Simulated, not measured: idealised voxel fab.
process module | voxel lift off
cross-section cut | 140 nm wide | cells 5 nm
A cross-section is a grid of square cells, given in bands from the top down. A band is one or more rows of cells.
Each band's line starts with the height of the band's top and of its bottom, in nm. Then come its materials from left to right, each with its width in nm. One material with "throughout" fills the band from edge to edge. "air" is empty space.
Height 0 is the level under which the wafer as received is all one material. The lowest band goes on downwards, as in "0 down".
A width such as "30 to 40" changes by the same amount from each row of cells to the next, from the band's top row to its bottom row.
"no change" after a step means that no cell of the cross-section changed.
closed voids: empty space of 8 cells or more with no open way to the top, each as width x height at its distance from the left edge, in nm
after a step's settings: what the simulator itself notes on the step
overlay nm, on a step with a mask: how far to the right of its planned place the mask lay; to the left if negative
plan
1 op RECEIVE | material Si
2 op CONFORMAL_DEP | material Al2O3 | thk nm 10
3 op PATTERN | tone open | mask id LINES | material resist | width nm 25 | pitch nm 40 | thk nm 20 | overlay nm 0
4 op DIRECTIONAL_DEP | material Ru | thk nm 10
5 op STRIP | etch materials resist
6 op CONFORMAL_DEP | material SiO2 | thk nm 10
as received, after step 1
  0 down: Si throughout
  closed voids: none
a wafer at the end: this start, this plan, one mistake
  30 to 20: air 10 | SiO2 120 | air 10
  20 to 10: SiO2 20 | Ru 20 | SiO2 20 | Ru 20 | SiO2 20 | Ru 20 | SiO2 20
  10 to 0: Al2O3 throughout
  0 down: Si throughout
  closed voids: none
what went wrong: step 3 ran as: op PATTERN | tone open | mask id LINES | material resist | width nm 20 | pitch nm 40 | thk nm 20 | overlay nm 0
